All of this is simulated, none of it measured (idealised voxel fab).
The name of this process module is voxel fin reveal.
Pictured: cross-section cut, 270 nm wide, on a grid of 5 nm square cells.
Cross-section = grid of square cells, listed top down in bands; band = one or more rows. Within each band entry, the heights of the top and of the bottom of the band appear first, in that order and in nm; the materials of the band then follow from left to right, each with its corresponding width in nm. The designation "throughout" on a single material indicates that it fills the band from edge to edge; the designation "air" indicates empty space. Zero point of the height axis is 0; under it, received wafer = one material. Lowest band: continues down indefinitely, "from 0 down". A two-number width, for instance "30 to 40", indicates that the width is equal to the first number in the top row of the band and to the second number in the bottom row, and that it changes by a constant amount per row of cells. For the purposes of this document, the phrase "nothing got changed" attached to a step denotes that no cell within the cross-section was modified by that step. This entry, "Fully closed voids", enumerates those empty regions of no fewer than 8 cells that possess no open connection to the top. Each region is reported in the form width x height at distance, the distance being taken from the left edge, with all three quantities expressed in nm. On each step's line, the part that comes after the settings is the simulator's own comment on the step. overlay nm: mask right of planned place by this much (step with mask). Neg. = left.
-- These are the steps we planned for the process
- 1: op RECEIVE | material Si
- 2: op CONFORMAL_DEP | material SiN | thk nm 5
- 3: op MASKED_ETCH | tone cover | mask id FINS | width nm 15 | pitch nm 40 | etch materials SiN | depth nm 5 | overlay nm 0
- 4: op MASKED_ETCH | tone cover | mask id FINS | width nm 15 | pitch nm 40 | etch materials Si | depth nm 40 | overlay nm 0
- 5: op OXIDIZE | depth nm 5
- 6: op FILL_DEP | material SiO2 | thk nm 10
- 7: op CMP | height nm 5
- 8: op SELECTIVE_ETCH | etch materials SiO2 | depth nm 20
- 9: op STRIP | etch materials SiN
- 10: op CONFORMAL_DEP | material HfO2 | thk nm 5
-- Below: the first of two wafers, run as planned
-- So this is the incoming wafer in cross-section - it's already been through step 1
from 0 down  Si throughout
Fully closed voids: none
-- Cross-section of the wafer after step 2
from 5 to 0  SiN throughout
Whatever lies below 0 is exactly as it was before.
-- Cross-section of the wafer after step 3
from 5 to 0  85 air  15 SiN  25 air  15 SiN  25 air  15 SiN  90 air
Whatever lies below 0 is exactly as it was before.
-- Cross-section of the wafer after step 4
from 5 to 0  85 air  15 SiN  25 air  15 SiN  25 air  15 SiN  90 air
from 0 to -40  85 air  15 Si  25 air  15 Si  25 air  15 Si  90 air
Whatever lies below -40 is exactly as it was before.
-- Cross-section of the wafer after step 5
from 5 to 0  85 air  15 SiN  25 air  15 SiN  25 air  15 SiN  90 air
from 0 to -40  85 air  5 SiO2  5 Si  5 SiO2  25 air  5 SiO2  5 Si  5 SiO2  25 air  5 SiO2  5 Si  5 SiO2  90 air
from -40 to -45  90 SiO2  5 Si  35 SiO2  5 Si  35 SiO2  5 Si  95 SiO2
Whatever lies below -45 is exactly as it was before.
-- Cross-section of the wafer after step 6
from 15 to 5  SiO2 throughout
from 5 to 0  85 SiO2  15 SiN  25 SiO2  15 SiN  25 SiO2  15 SiN  90 SiO2
from 0 to -45  90 SiO2  5 Si  35 SiO2  5 Si  35 SiO2  5 Si  95 SiO2
Whatever lies below -45 is exactly as it was before.
-- Cross-section of the wafer after step 7
from 5 to 0  85 SiO2  15 SiN  25 SiO2  15 SiN  25 SiO2  15 SiN  90 SiO2
Whatever lies below 0 is exactly as it was before.
-- Cross-section of the wafer after step 8
from 5 to 0  85 air  15 SiN  25 air  15 SiN  25 air  15 SiN  90 air
from 0 to -15  90 air  5 Si  35 air  5 Si  35 air  5 Si  95 air
Whatever lies below -15 is exactly as it was before.
-- Cross-section of the wafer after step 9
from 0 to -15  90 air  5 Si  35 air  5 Si  35 air  5 Si  95 air
Whatever lies below -15 is exactly as it was before.
-- Cross-section of the wafer after step 10
from 5 to 0  85 air  15 HfO2  25 air  15 HfO2  25 air  15 HfO2  90 air
from 0 to -10  85 air  5 HfO2  5 Si  5 HfO2  25 air  5 HfO2  5 Si  5 HfO2  25 air  5 HfO2  5 Si  5 HfO2  90 air
from -10 to -15  90 HfO2  5 Si  35 HfO2  5 Si  35 HfO2  5 Si  95 HfO2
Whatever lies below -15 is exactly as it was before.
-- Okay, second wafer. Nothing different at the start, nothing different in the plan, just one mistake somewhere in the running. As far as step 7, counting that step, it's the first wafer all over again
-- Look at the second wafer in cross-section at the time step 8 ought to have finished
from 5 to 0  85 air  15 SiN  25 air  15 SiN  25 air  15 SiN  90 air
from 0 to -35  90 air  5 Si  35 air  5 Si  35 air  5 Si  95 air
Whatever lies below -35 is exactly as it was before.
-- Look at the second wafer in cross-section at the time step 9 ought to have finished
from 0 to -35  90 air  5 Si  35 air  5 Si  35 air  5 Si  95 air
Whatever lies below -35 is exactly as it was before.
-- Look at the second wafer in cross-section at the time step 10 ought to have finished
from 5 to 0  85 air  15 HfO2  25 air  15 HfO2  25 air  15 HfO2  90 air
from 0 to -30  85 air  5 HfO2  5 Si  5 HfO2  25 air  5 HfO2  5 Si  5 HfO2  25 air  5 HfO2  5 Si  5 HfO2  90 air
from -30 to -35  90 HfO2  5 Si  35 HfO2  5 Si  35 HfO2  5 Si  95 HfO2
Whatever lies below -35 is exactly as it was before.
It is concluded that the wafer was processed incorrectly with respect to the plan, in that the plan's step 8 ran twice
Cell-count delta at end, second wafer over first, by material: HfO2 +24; SiO2 -204
